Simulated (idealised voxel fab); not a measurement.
process module | voxel spacer lines
cross-section cut | 225 nm wide | cells 5 nm
A cross-section is a grid of square cells, given in bands from the top down. A band is one or more rows of cells.
Each band's line starts with the height of the band's top and of its bottom, in nm. Then come its materials from left to right, each with its width in nm. One material with "throughout" fills the band from edge to edge. "air" is empty space.
Height 0 is the level under which the wafer as received is all one material. The lowest band goes on downwards, as in "0 down".
A width such as "30 to 40" changes by the same amount from each row of cells to the next, from the band's top row to its bottom row.
"no change" after a step means that no cell of the cross-section changed.
closed voids: empty space of 8 cells or more with no open way to the top, each as width x height at its distance from the left edge, in nm
after a step's settings: what the simulator itself notes on the step
overlay nm, on a step with a mask: how far to the right of its planned place the mask lay; to the left if negative
plan
1 op RECEIVE | material Si
2 op CONFORMAL_DEP | material Al2O3 | thk nm 10
3 op DIRECTIONAL_DEP | material polySi | thk nm 15
4 op DIRECTIONAL_DEP | material aC | thk nm 30
5 op PATTERN | tone cover | mask id MANDREL | material resist | width nm 20 | pitch nm 60 | thk nm 35 | overlay nm -15
6 op DIRECTIONAL_ETCH | etch materials aC | depth nm 30
7 op STRIP | etch materials resist
8 op CONFORMAL_DEP | material SiO2 | thk nm 10
9 op DIRECTIONAL_ETCH | etch materials SiO2 | depth nm 10
10 op STRIP | etch materials aC
11 op DIRECTIONAL_ETCH | etch materials polySi | depth nm 15
12 op STRIP | etch materials SiO2
varied across the wafers: overlay nm of step 5. The plan shows the first wafer's value. All wafers start alike
first wafer as received, after step 1
  0 down: Si throughout
  closed voids: none
each wafer at the end: cells of each material gained (+) or lost (-) since it was received, then its closed voids
overlay nm -15 | +90 Al2O3 | +24 polySi | closed voids: none
overlay nm -10 | +90 Al2O3 | +24 polySi | closed voids: none
overlay nm -5 | +90 Al2O3 | +24 polySi | closed voids: none
overlay nm 0 | +90 Al2O3 | +24 polySi | closed voids: none
overlay nm 5 | +90 Al2O3 | +24 polySi | closed voids: none
overlay nm 10 | +90 Al2O3 | +24 polySi | closed voids: none
overlay nm 15 | +90 Al2O3 | +24 polySi | closed voids: none
